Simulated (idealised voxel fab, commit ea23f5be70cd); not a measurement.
A process module follows: voxel transistor to metal.
The cross-section shown here is cut; it is 140 nm wide and divided into square cells measuring 5 nm on a side.
A cross-section is a grid of square cells, given in bands from the top down. A band is one or more rows of cells. Basically the band line says how high the top is and how high the bottom is, in nm, and then what's in it from left to right, every material with its width in nm. Empty space shows up as "empty", and if a single material carries "edge to edge" it runs the full band edge to edge. For the purposes of this specification, 0 denotes the height below which the wafer in its as-received condition is composed wholly of one material, and the lowermost band, lacking a lower limit, extends downward without end, as expressed in "from 0 down". You'd read "30->40" like this: the band's top row of cells is as wide as the first number, its bottom row is as wide as the second, and going down, every row changes width by the same amount as the row before did. It should be understood that the words "remains unaltered", when stated for a given step, signify that the cross-section underwent no change in any of its cells during that step. "Trapped cavities": empty spaces of 8 cells or more with no open way to the top, each given as width x height at distance, distance from the left edge, all in nm. Step line, after settings: the simulator's comment on this step. On any step carrying a mask, the "overlay nm" setting, if present on the step's line, tells how far right of its planned place the mask lay; negative values point to the left.
Process steps foreseen in the plan:
1) RECEIVE [material Si]
2) OXIDIZE [depth nm 5]
3) CONFORMAL_DEP [material SiN] [thk nm 15]
4) PATTERN [tone cover] [mask id ACTIVE] [material resist] [width nm 100] [thk nm 15] [overlay nm 0]
5) DIRECTIONAL_ETCH [etch materials SiN] [depth nm 15]
6) DIRECTIONAL_ETCH [etch materials SiO2] [depth nm 5]
7) DIRECTIONAL_ETCH [etch materials Si] [depth nm 30]
8) STRIP [etch materials resist]
9) OXIDIZE [depth nm 5]
10) FILL_DEP [material SiO2] [thk nm 10]
11) CMP [height nm 15]
12) SELECTIVE_ETCH [etch materials SiO2] [depth nm 5]
13) STRIP [etch materials SiN]
14) SELECTIVE_ETCH [etch materials SiO2] [depth nm 5]
15) OXIDIZE [depth nm 5]
16) DIRECTIONAL_DEP [material polySi] [thk nm 20]
17) DIRECTIONAL_DEP [material SiCN] [thk nm 15]
18) DIRECTIONAL_DEP [material aC] [thk nm 15]
19) PATTERN [tone cover] [mask id GATE] [material resist] [width nm 20] [thk nm 35] [overlay nm 0]
20) DIRECTIONAL_ETCH [etch materials aC] [depth nm 15]
21) STRIP [etch materials resist]
22) DIRECTIONAL_ETCH [etch materials SiCN] [depth nm 25]
23) DIRECTIONAL_ETCH [etch materials polySi] [depth nm 30]
24) STRIP [etch materials aC]
25) CONFORMAL_DEP [material SiN] [thk nm 10]
26) DIRECTIONAL_ETCH [etch materials SiN] [depth nm 10]
27) DIRECTIONAL_ETCH [etch materials SiO2] [depth nm 5]
28) DIRECTIONAL_ETCH [etch materials Si] [depth nm 15]
29) EPI [material nSi] [thk nm 15]
30) FILL_DEP [material SiO2] [thk nm 10]
31) CMP [height nm 30]
32) DIRECTIONAL_DEP [material SiO2] [thk nm 10]
33) DIRECTIONAL_DEP [material aC] [thk nm 15]
34) PATTERN [tone open] [mask id CONTACT] [material resist] [width nm 25] [pitch nm 55] [thk nm 35] [overlay nm 0]
35) DIRECTIONAL_ETCH [etch materials aC] [depth nm 15]
36) STRIP [etch materials resist]
37) DIRECTIONAL_ETCH [etch materials SiO2] [depth nm 50]
38) STRIP [etch materials aC]
39) CONFORMAL_DEP [material TiN] [thk nm 5]
40) FILL_DEP [material W] [thk nm 10]
41) CMP [height nm 40]
42) CONFORMAL_DEP [material SiN] [thk nm 5]
43) DIRECTIONAL_DEP [material SiO2] [thk nm 25]
44) MASKED_ETCH [tone open] [mask id METAL_1] [width nm 15] [pitch nm 65] [etch materials SiO2] [depth nm 25] [overlay nm 0]
45) MASKED_ETCH [tone open] [mask id METAL_1] [width nm 15] [pitch nm 65] [etch materials SiN] [depth nm 5] [overlay nm 0]
46) CONFORMAL_DEP [material TiN] [thk nm 5]
47) FILL_DEP [material Ru] [thk nm 10]
48) CMP [height nm 70]
49) CONFORMAL_DEP [material SiCN] [thk nm 5]
50) DIRECTIONAL_DEP [material lowk] [thk nm 25]
51) PATTERN [tone open] [mask id METAL_2] [material resist] [width nm 15] [pitch nm 65] [thk nm 15] [overlay nm 0]
52) DIRECTIONAL_ETCH [etch materials lowk] [depth nm 15]
53) STRIP [etch materials resist]
54) PATTERN [tone open] [mask id METAL_2_HOLES] [material resist] [width nm 15] [pitch nm 65] [thk nm 20] [overlay nm 0]
55) DIRECTIONAL_ETCH [etch materials lowk] [depth nm 10]
56) DIRECTIONAL_ETCH [etch materials SiCN] [depth nm 5]
57) STRIP [etch materials resist]
58) CONFORMAL_DEP [material TiN] [thk nm 5]
59) FILL_DEP [material Cu] [thk nm 10]
60) CMP [height nm 100]
61) CONFORMAL_DEP [material SiN] [thk nm 5]
As-received state of the wafer in cross-section, equivalent to post-step 1:
* from 0 down | Si edge to edge
* Trapped cavities: none
End-of-module XS, first of two wafers, run as planned:
* from 105 to 100 | SiN edge to edge
* from 100 to 75 | lowk 30 nm, TiN 5 nm, Cu 5 nm, TiN 5 nm, lowk 50 nm, TiN 5 nm, Cu 5 nm, TiN 5 nm, lowk 30 nm
* from 75 to 70 | SiCN 30 nm, TiN 15 nm, SiCN 50 nm, TiN 15 nm, SiCN 30 nm
* from 70 to 45 | SiO2 30 nm, TiN 5 nm, Ru 5 nm, TiN 5 nm, SiO2 50 nm, TiN 5 nm, Ru 5 nm, TiN 5 nm, SiO2 30 nm
* from 45 to 40 | SiN 30 nm, TiN 15 nm, SiN 50 nm, TiN 15 nm, SiN 30 nm
* from 40 to 30 | SiO2 30 nm, TiN 5 nm, W 15->10 nm, TiN 5->10 nm, SiO2 30 nm, TiN 5->10 nm, W 15->10 nm, TiN 5 nm, SiO2 30 nm
* from 30 to 15 | SiO2 30 nm, TiN 5 nm, W 10 nm, TiN 5 nm, SiN 10 nm, SiCN 20 nm, SiN 10 nm, TiN 5 nm, W 10 nm, TiN 5 nm, SiO2 30 nm
* from 15 to 10 | SiO2 30 nm, TiN 5 nm, W 10 nm, TiN 5 nm, SiN 10 nm, polySi 20 nm, SiN 10 nm, TiN 5 nm, W 10 nm, TiN 5 nm, SiO2 30 nm
* from 10 to 5 | SiO2 30 nm, TiN 20 nm, SiN 10 nm, polySi 20 nm, SiN 10 nm, TiN 20 nm, SiO2 30 nm
* from 5 to -5 | SiO2 15 nm, SiN 10 nm, SiO2 5 nm, TiN 5 nm, nSi 15 nm, SiN 10 nm, polySi 20 nm, SiN 10 nm, nSi 15 nm, TiN 5 nm, SiO2 5 nm, SiN 10 nm, SiO2 15 nm
* from -5 to -10 | SiO2 30 nm, TiN 5 nm, nSi 15 nm, SiO2 40 nm, nSi 15 nm, TiN 5 nm, SiO2 30 nm
* from -10 to -25 | SiO2 25 nm, nSi 25 nm, Si 40 nm, nSi 25 nm, SiO2 25 nm
* from -25 to -40 | SiO2 25 nm, Si 90 nm, SiO2 25 nm
* from -40 down | Si edge to edge
* Trapped cavities: none
End of module, second wafer, cross-section. Started like the first, planned like the first, run with one mistake:
* from 105 to 100 | SiN edge to edge
* from 100 to 90 | lowk 30 nm, TiN 5 nm, Cu 5 nm, TiN 5 nm, lowk 50 nm, TiN 5 nm, Cu 5 nm, TiN 5 nm, lowk 30 nm
* from 90 to 85 | SiCN 30 nm, TiN 15 nm, SiCN 50 nm, TiN 15 nm, SiCN 30 nm
* from 85 to 75 | Ru edge to edge
* from 75 to 70 | TiN 35 nm, Ru 5 nm, TiN 60 nm, Ru 5 nm, TiN 35 nm
* from 70 to 45 | SiO2 30 nm, TiN 5 nm, Ru 5 nm, TiN 5 nm, SiO2 50 nm, TiN 5 nm, Ru 5 nm, TiN 5 nm, SiO2 30 nm
* from 45 to 40 | SiN 30 nm, TiN 15 nm, SiN 50 nm, TiN 15 nm, SiN 30 nm
* from 40 to 30 | SiO2 30 nm, TiN 5 nm, W 15->10 nm, TiN 5->10 nm, SiO2 30 nm, TiN 5->10 nm, W 15->10 nm, TiN 5 nm, SiO2 30 nm
* from 30 to 15 | SiO2 30 nm, TiN 5 nm, W 10 nm, TiN 5 nm, SiN 10 nm, SiCN 20 nm, SiN 10 nm, TiN 5 nm, W 10 nm, TiN 5 nm, SiO2 30 nm
* from 15 to 10 | SiO2 30 nm, TiN 5 nm, W 10 nm, TiN 5 nm, SiN 10 nm, polySi 20 nm, SiN 10 nm, TiN 5 nm, W 10 nm, TiN 5 nm, SiO2 30 nm
* from 10 to 5 | SiO2 30 nm, TiN 20 nm, SiN 10 nm, polySi 20 nm, SiN 10 nm, TiN 20 nm, SiO2 30 nm
* from 5 to -5 | SiO2 15 nm, SiN 10 nm, SiO2 5 nm, TiN 5 nm, nSi 15 nm, SiN 10 nm, polySi 20 nm, SiN 10 nm, nSi 15 nm, TiN 5 nm, SiO2 5 nm, SiN 10 nm, SiO2 15 nm
* from -5 to -10 | SiO2 30 nm, TiN 5 nm, nSi 15 nm, SiO2 40 nm, nSi 15 nm, TiN 5 nm, SiO2 30 nm
* from -10 to -25 | SiO2 25 nm, nSi 25 nm, Si 40 nm, nSi 25 nm, SiO2 25 nm
* from -25 to -40 | SiO2 25 nm, Si 90 nm, SiO2 25 nm
* from -40 down | Si edge to edge
* Trapped cavities: none
Finding, execution versus plan: step 48 of the plan was excluded from execution and never run
Materials where the second wafer ends with more or fewer cells than the first: Cu: 6 fewer; Ru: 58 more; TiN: 14 more; lowk: 66 fewer
